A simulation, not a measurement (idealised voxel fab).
process module | voxel ribs on slabs
cross-section cut | 295 nm wide | cells 5 nm
A cross-section is a grid of square cells, given in bands from the top down. A band is one or more rows of cells.
Each band's line starts with the height of the band's top and of its bottom, in nm. Then come its materials from left to right, each with its width in nm. One material with "throughout" fills the band from edge to edge. "air" is empty space.
Height 0 is the level under which the wafer as received is all one material. The lowest band goes on downwards, as in "0 down".
A width such as "30 to 40" changes by the same amount from each row of cells to the next, from the band's top row to its bottom row.
"no change" after a step means that no cell of the cross-section changed.
closed voids: empty space of 8 cells or more with no open way to the top, each as width x height at its distance from the left edge, in nm
after a step's settings: what the simulator itself notes on the step
overlay nm, on a step with a mask: how far to the right of its planned place the mask lay; to the left if negative
plan
1 op RECEIVE | material Si
2 op DIRECTIONAL_DEP | material SiO2 | thk nm 20
3 op DIRECTIONAL_DEP | material SiN | thk nm 15
4 op MASKED_ETCH | tone cover | mask id RIB | width nm 15 | etch materials SiN | depth nm 5 | overlay nm 0
5 op DIRECTIONAL_DEP | material aC | thk nm 15
6 op PATTERN | tone cover | mask id SLAB | material resist | width nm 50 | thk nm 30 | overlay nm 0
7 op DIRECTIONAL_ETCH | etch materials aC | depth nm 15
8 op STRIP | etch materials resist
9 op DIRECTIONAL_ETCH | etch materials SiN | depth nm 10
10 op STRIP | etch materials aC
11 op FILL_DEP | material SiO2 | thk nm 20
12 op CMP | height nm 45
13 op DIRECTIONAL_DEP | material TiN | thk nm 5
14 op PATTERN | tone cover | mask id HEATER | material resist | width nm 30 | thk nm 15 | overlay nm 0
15 op DIRECTIONAL_ETCH | etch materials TiN | depth nm 5
16 op STRIP | etch materials resist
17 op CONFORMAL_DEP | material SiO2 | thk nm 10
varied across the wafers: width nm of step 4. The plan shows the first wafer's value. All wafers start alike
first wafer as received, after step 1
  0 down: Si throughout
  closed voids: none
each wafer at the end: cells of each material gained (+) or lost (-) since it was received, then its closed voids
width nm 15 | +23 SiN | +630 SiO2 | +6 TiN | closed voids: none
width nm 20 | +24 SiN | +629 SiO2 | +6 TiN | closed voids: none
width nm 25 | +25 SiN | +628 SiO2 | +6 TiN | closed voids: none
width nm 30 | +26 SiN | +627 SiO2 | +6 TiN | closed voids: none
width nm 35 | +27 SiN | +626 SiO2 | +6 TiN | closed voids: none
